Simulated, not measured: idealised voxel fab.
The following process module bears the name voxel self aligned contacts.
Cross-section cut spans 285 nm and uses square cells 5 nm in size.
Notation: cross-section as square-cell grid; stated in bands, top first, going down; one or more cell rows per band. Top, bottom (nm), then materials left to right with widths (nm); lone material tagged "edge to edge" fills the whole band edge to edge; "air" = empty space. Basically, 0 is our baseline, since under it the wafer straight out of the box is all one material. The bottom band has no lower end and keeps on going down, so it looks like "0 down". The expression "30 to 40" gives the width at the extremes of the band, the first number at its top row of cells and the second at its bottom row, with the width changing by equal amounts from each row to the next in between. It should be understood that the words "no change", when stated for a given step, signify that the cross-section underwent no change in any of its cells during that step. Voids not open to the top, 8 cells minimum: see "Unvented internal voids". Written width x height at distance; distance is from the left edge; nm. Whatever follows a step's settings on its line is a remark the simulator itself makes about that step. A step's line can hold "overlay nm"; with a mask on that step, the setting says how far right of the planned place the mask lay, while a negative setting says it lay to the left. Pairs from here to the end. Each: cross-section before one process step, cross-section after it, the latter only as far down as the lowest band that changed. Under each: the step between, and its settings. Mind that the pairs may be taken from different runs of this module on the same starting wafer; whether a pair continues from the pair above depends on its entry headed "Incoming structure", and it does only where that entry says so.

### Incoming structure
    55 to 45: air=90; SiO2=45; air=15; SiO2=45; air=90
    45 to 30: air=60; SiN=45; SiO2=15; SiN=45; SiO2=15; SiN=45; air=60
    30 to 5: air=60; SiN=5; polySi=35; SiN=5; SiO2=15; SiN=5; polySi=35; SiN=5; SiO2=15; SiN=5; polySi=35; SiN=5; air=60
    5 to 0: air=60; SiO2=165; air=60
    0 down: Si edge to edge
    Unvented internal voids: none

### Post-Step Section View
    60 to 55: air=85; TiN=55; air=5; TiN=55; air=85
    55 to 50: air=85; TiN=5; SiO2=45; TiN=5; air=5; TiN=5; SiO2=45; TiN=5; air=85
    50 to 45: air=55; TiN=35; SiO2=45; TiN=15; SiO2=45; TiN=35; air=55
    45 to 30: air=55; TiN=5; SiN=45; SiO2=15; SiN=45; SiO2=15; SiN=45; TiN=5; air=55
    30 to 5: air=55; TiN=5; SiN=5; polySi=35; SiN=5; SiO2=15; SiN=5; polySi=35; SiN=5; SiO2=15; SiN=5; polySi=35; SiN=5; TiN=5; air=55
    5 to 0: TiN=60; SiO2=165; TiN=60
    Nothing below the height 0 has changed.
    Unvented internal voids: none
Q: step between the cross-sections above? A: CONFORMAL_DEP with material TiN, thk nm 5

Incoming structure: equal to the after panel directly above.

### Post-Step Section View
    65 to 60: Ru edge to edge
    60 to 55: Ru=85; TiN=55; Ru=5; TiN=55; Ru=85
    55 to 50: Ru=85; TiN=5; SiO2=45; TiN=5; Ru=5; TiN=5; SiO2=45; TiN=5; Ru=85
    50 to 45: Ru=55; TiN=35; SiO2=45; TiN=15; SiO2=45; TiN=35; Ru=55
    45 to 30: Ru=55; TiN=5; SiN=45; SiO2=15; SiN=45; SiO2=15; SiN=45; TiN=5; Ru=55
    30 to 5: Ru=55; TiN=5; SiN=5; polySi=35; SiN=5; SiO2=15; SiN=5; polySi=35; SiN=5; SiO2=15; SiN=5; polySi=35; SiN=5; TiN=5; Ru=55
    Nothing below the height 5 has changed.
    Unvented internal voids: none
Q: step between the cross-sections above? A: FILL_DEP with material Ru, thk nm 5

Incoming structure: equal to the after panel directly above.

### Post-Step Section View
    55 to 50: Ru=85; TiN=5; SiO2=45; TiN=5; Ru=5; TiN=5; SiO2=45; TiN=5; Ru=85
    Nothing below the height 50 has changed.
    Unvented internal voids: none
Q: step between the cross-sections above? A: CMP with height nm 55

Incoming structure: equal to the after panel directly above.

### Post-Step Section View
    60 to 55: SiCN edge to edge
    Nothing below the height 55 has changed.
    Unvented internal voids: none
Q: step between the cross-sections above? A: CONFORMAL_DEP with material SiCN, thk nm 5
